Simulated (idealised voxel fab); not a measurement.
Process module heading - voxel quadruple lines
Square cells of 5 nm make up the cross-section cut, whose width is 300 nm.
Bands, listed from the top down, are how a cross-section gets written in this document; the cross-section itself is a grid of square cells, and a band is one or more rows of them. Band: top and bottom heights (nm) first, top before bottom; then materials from left to right, widths in nm. "all across" marks a sole material filling the band edge to edge. "blank" denotes empty space. The level at which height equals 0 is the one under which the wafer, as it arrives, is entirely one material. No lower edge exists for the bottom band, which continues downward and is notated as in "0 down". Think of "30..40" as a width that walks from the first number to the second as you go down the band, top row to bottom row, taking equal-sized steps from row to row. "no modifications" after a step means that no cell of the cross-section changed. Heads up: "Voids lacking openings" only lists the empty pockets with no open path to the top that are 8 cells or more, and it writes them as width x height at distance, distance from the left edge, in nm. after a step's settings: what the simulator itself notes on the step. overlay nm: for a step with a mask, the amount by which the mask lay right of where it was planned; a negative amount means left of it.
## These are the steps we planned for the process
1. RECEIVE,material Si
2. CONFORMAL_DEP,material Al2O3,thk nm 5
3. DIRECTIONAL_DEP,material W,thk nm 10
4. DIRECTIONAL_DEP,material polySi,thk nm 15
5. DIRECTIONAL_DEP,material aC,thk nm 25
6. PATTERN,tone cover,mask id MANDREL,material resist,width nm 30,pitch nm 80,thk nm 30,overlay nm 0
7. DIRECTIONAL_ETCH,etch materials aC,depth nm 25
8. STRIP,etch materials resist
9. CONFORMAL_DEP,material SiO2,thk nm 10
10. DIRECTIONAL_ETCH,etch materials SiO2,depth nm 10
11. STRIP,etch materials aC
12. DIRECTIONAL_ETCH,etch materials polySi,depth nm 15
13. STRIP,etch materials SiO2
14. CONFORMAL_DEP,material SiN,thk nm 10
15. DIRECTIONAL_ETCH,etch materials SiN,depth nm 10
16. STRIP,etch materials polySi
17. DIRECTIONAL_ETCH,etch materials W,depth nm 10
18. STRIP,etch materials SiN
## First of two wafers, with the run carried out as planned
## Cross-section of the incoming wafer, state after step 1
  0 down  Si all across
  Voids lacking openings: none
## Upon completion of step 2, the wafer appears in cross-section as shown
  5 to 0  Al2O3 all across
  All layers under 0 are left as they were.
## Upon completion of step 3, the wafer appears in cross-section as shown
  15 to 5  W all across
  All layers under 5 are left as they were.
## Upon completion of step 4, the wafer appears in cross-section as shown
  30 to 15  polySi all across
  All layers under 15 are left as they were.
## Upon completion of step 5, the wafer appears in cross-section as shown
  55 to 30  aC all across
  All layers under 30 are left as they were.
## Upon completion of step 6, the wafer appears in cross-section as shown
  85 to 55  95 of blank; 30 of resist; 50 of blank; 30 of resist; 95 of blank
  All layers under 55 are left as they were.
## Upon completion of step 7, the wafer appears in cross-section as shown
  60 to 55  95 of blank; 30 of resist; 50 of blank; 30 of resist; 95 of blank
  55 to 30  95 of blank; 30 of aC; 50 of blank; 30 of aC; 95 of blank
  All layers under 30 are left as they were.
## Upon completion of step 8, the wafer appears in cross-section as shown
  55 to 30  95 of blank; 30 of aC; 50 of blank; 30 of aC; 95 of blank
  All layers under 30 are left as they were.
## Upon completion of step 9, the wafer appears in cross-section as shown
  65 to 55  85 of blank; 50 of SiO2; 30 of blank; 50 of SiO2; 85 of blank
  55 to 40  85 of blank; 10 of SiO2; 30 of aC; 10 of SiO2; 30 of blank; 10 of SiO2; 30 of aC; 10 of SiO2; 85 of blank
  40 to 30  95 of SiO2; 30 of aC; 50 of SiO2; 30 of aC; 95 of SiO2
  All layers under 30 are left as they were.
## Upon completion of step 10, the wafer appears in cross-section as shown
  55 to 30  85 of blank; 10 of SiO2; 30 of aC; 10 of SiO2; 30 of blank; 10 of SiO2; 30 of aC; 10 of SiO2; 85 of blank
  All layers under 30 are left as they were.
## Upon completion of step 11, the wafer appears in cross-section as shown
  55 to 30  85 of blank; 10 of SiO2; 30 of blank; 10 of SiO2; 30 of blank; 10 of SiO2; 30 of blank; 10 of SiO2; 85 of blank
  All layers under 30 are left as they were.
## Upon completion of step 12, the wafer appears in cross-section as shown
  55 to 30  85 of blank; 10 of SiO2; 30 of blank; 10 of SiO2; 30 of blank; 10 of SiO2; 30 of blank; 10 of SiO2; 85 of blank
  30 to 15  85 of blank; 10 of polySi; 30 of blank; 10 of polySi; 30 of blank; 10 of polySi; 30 of blank; 10 of polySi; 85 of blank
  All layers under 15 are left as they were.
## Upon completion of step 13, the wafer appears in cross-section as shown
  30 to 15  85 of blank; 10 of polySi; 30 of blank; 10 of polySi; 30 of blank; 10 of polySi; 30 of blank; 10 of polySi; 85 of blank
  All layers under 15 are left as they were.
## Upon completion of step 14, the wafer appears in cross-section as shown
  40 to 30  75 of blank; 30 of SiN; 10 of blank; 30 of SiN; 10 of blank; 30 of SiN; 10 of blank; 30 of SiN; 75 of blank
  30 to 25  75 of blank; 10 of SiN; 10 of polySi; 10 of SiN; 10 of blank; 10 of SiN; 10 of polySi; 10 of SiN; 10 of blank; 10 of SiN; 10 of polySi; 10 of SiN; 10 of blank; 10 of SiN; 10 of polySi; 10 of SiN; 75 of blank
  25 to 15  85 of SiN; 10 of polySi; 30 of SiN; 10 of polySi; 30 of SiN; 10 of polySi; 30 of SiN; 10 of polySi; 85 of SiN
  All layers under 15 are left as they were.
## Upon completion of step 15, the wafer appears in cross-section as shown
  30 to 15  75 of blank; 10 of SiN; 10 of polySi; 10 of SiN; 10 of blank; 10 of SiN; 10 of polySi; 10 of SiN; 10 of blank; 10 of SiN; 10 of polySi; 10 of SiN; 10 of blank; 10 of SiN; 10 of polySi; 10 of SiN; 75 of blank
  All layers under 15 are left as they were.
## Upon completion of step 16, the wafer appears in cross-section as shown
  30 to 15  75 of blank; 10 of SiN; 10 of blank; 10 of SiN; 10 of blank; 10 of SiN; 10 of blank; 10 of SiN; 10 of blank; 10 of SiN; 10 of blank; 10 of SiN; 10 of blank; 10 of SiN; 10 of blank; 10 of SiN; 75 of blank
  All layers under 15 are left as they were.
## Upon completion of step 17, the wafer appears in cross-section as shown
  30 to 15  75 of blank; 10 of SiN; 10 of blank; 10 of SiN; 10 of blank; 10 of SiN; 10 of blank; 10 of SiN; 10 of blank; 10 of SiN; 10 of blank; 10 of SiN; 10 of blank; 10 of SiN; 10 of blank; 10 of SiN; 75 of blank
  15 to 5  75 of blank; 10 of W; 10 of blank; 10 of W; 10 of blank; 10 of W; 10 of blank; 10 of W; 10 of blank; 10 of W; 10 of blank; 10 of W; 10 of blank; 10 of W; 10 of blank; 10 of W; 75 of blank
  All layers under 5 are left as they were.
## Upon completion of step 18, the wafer appears in cross-section as shown
  15 to 5  75 of blank; 10 of W; 10 of blank; 10 of W; 10 of blank; 10 of W; 10 of blank; 10 of W; 10 of blank; 10 of W; 10 of blank; 10 of W; 10 of blank; 10 of W; 10 of blank; 10 of W; 75 of blank
  All layers under 5 are left as they were.
## For the second wafer, take the first wafer's start and plan, then add one mistake made in running it; everything through step 1, that step included, is shared with the first
Look at the second wafer in cross-section at the time step 2 ought to have finished: no modifications
## Look at the second wafer in cross-section at the time step 3 ought to have finished
  10 to 0  W all across
  All layers under 0 are left as they were.
## Look at the second wafer in cross-section at the time step 4 ought to have finished
  25 to 10  polySi all across
  All layers under 10 are left as they were.
## Look at the second wafer in cross-section at the time step 5 ought to have finished
  50 to 25  aC all across
  All layers under 25 are left as they were.
## Look at the second wafer in cross-section at the time step 6 ought to have finished
  80 to 50  95 of blank; 30 of resist; 50 of blank; 30 of resist; 95 of blank
  All layers under 50 are left as they were.
## Look at the second wafer in cross-section at the time step 7 ought to have finished
  55 to 50  95 of blank; 30 of resist; 50 of blank; 30 of resist; 95 of blank
  50 to 25  95 of blank; 30 of aC; 50 of blank; 30 of aC; 95 of blank
  All layers under 25 are left as they were.
## Look at the second wafer in cross-section at the time step 8 ought to have finished
  50 to 25  95 of blank; 30 of aC; 50 of blank; 30 of aC; 95 of blank
  All layers under 25 are left as they were.
## Look at the second wafer in cross-section at the time step 9 ought to have finished
  60 to 50  85 of blank; 50 of SiO2; 30 of blank; 50 of SiO2; 85 of blank
  50 to 35  85 of blank; 10 of SiO2; 30 of aC; 10 of SiO2; 30 of blank; 10 of SiO2; 30 of aC; 10 of SiO2; 85 of blank
  35 to 25  95 of SiO2; 30 of aC; 50 of SiO2; 30 of aC; 95 of SiO2
  All layers under 25 are left as they were.
## Look at the second wafer in cross-section at the time step 10 ought to have finished
  50 to 25  85 of blank; 10 of SiO2; 30 of aC; 10 of SiO2; 30 of blank; 10 of SiO2; 30 of aC; 10 of SiO2; 85 of blank
  All layers under 25 are left as they were.
## Look at the second wafer in cross-section at the time step 11 ought to have finished
  50 to 25  85 of blank; 10 of SiO2; 30 of blank; 10 of SiO2; 30 of blank; 10 of SiO2; 30 of blank; 10 of SiO2; 85 of blank
  All layers under 25 are left as they were.
## Look at the second wafer in cross-section at the time step 12 ought to have finished
  50 to 25  85 of blank; 10 of SiO2; 30 of blank; 10 of SiO2; 30 of blank; 10 of SiO2; 30 of blank; 10 of SiO2; 85 of blank
  25 to 10  85 of blank; 10 of polySi; 30 of blank; 10 of polySi; 30 of blank; 10 of polySi; 30 of blank; 10 of polySi; 85 of blank
  All layers under 10 are left as they were.
## Look at the second wafer in cross-section at the time step 13 ought to have finished
  25 to 10  85 of blank; 10 of polySi; 30 of blank; 10 of polySi; 30 of blank; 10 of polySi; 30 of blank; 10 of polySi; 85 of blank
  All layers under 10 are left as they were.
## Look at the second wafer in cross-section at the time step 14 ought to have finished
  35 to 25  75 of blank; 30 of SiN; 10 of blank; 30 of SiN; 10 of blank; 30 of SiN; 10 of blank; 30 of SiN; 75 of blank
  25 to 20  75 of blank; 10 of SiN; 10 of polySi; 10 of SiN; 10 of blank; 10 of SiN; 10 of polySi; 10 of SiN; 10 of blank; 10 of SiN; 10 of polySi; 10 of SiN; 10 of blank; 10 of SiN; 10 of polySi; 10 of SiN; 75 of blank
  20 to 10  85 of SiN; 10 of polySi; 30 of SiN; 10 of polySi; 30 of SiN; 10 of polySi; 30 of SiN; 10 of polySi; 85 of SiN
  All layers under 10 are left as they were.
## Look at the second wafer in cross-section at the time step 15 ought to have finished
  25 to 10  75 of blank; 10 of SiN; 10 of polySi; 10 of SiN; 10 of blank; 10 of SiN; 10 of polySi; 10 of SiN; 10 of blank; 10 of SiN; 10 of polySi; 10 of SiN; 10 of blank; 10 of SiN; 10 of polySi; 10 of SiN; 75 of blank
  All layers under 10 are left as they were.
## Look at the second wafer in cross-section at the time step 16 ought to have finished
  25 to 10  75 of blank; 10 of SiN; 10 of blank; 10 of SiN; 10 of blank; 10 of SiN; 10 of blank; 10 of SiN; 10 of blank; 10 of SiN; 10 of blank; 10 of SiN; 10 of blank; 10 of SiN; 10 of blank; 10 of SiN; 75 of blank
  All layers under 10 are left as they were.
## Look at the second wafer in cross-section at the time step 17 ought to have finished
  25 to 10  75 of blank; 10 of SiN; 10 of blank; 10 of SiN; 10 of blank; 10 of SiN; 10 of blank; 10 of SiN; 10 of blank; 10 of SiN; 10 of blank; 10 of SiN; 10 of blank; 10 of SiN; 10 of blank; 10 of SiN; 75 of blank
  10 to 0  75 of blank; 10 of W; 10 of blank; 10 of W; 10 of blank; 10 of W; 10 of blank; 10 of W; 10 of blank; 10 of W; 10 of blank; 10 of W; 10 of blank; 10 of W; 10 of blank; 10 of W; 75 of blank
  All layers under 0 are left as they were.
## Look at the second wafer in cross-section at the time step 18 ought to have finished
  10 to 0  75 of blank; 10 of W; 10 of blank; 10 of W; 10 of blank; 10 of W; 10 of blank; 10 of W; 10 of blank; 10 of W; 10 of blank; 10 of W; 10 of blank; 10 of W; 10 of blank; 10 of W; 75 of blank
  All layers under 0 are left as they were.
What broke from the plan during processing? step 2 of the plan was bypassed and not carried out
The final cell counts differ between the wafers, with the second having more or fewer of some materials than the first: -60 Al2O3
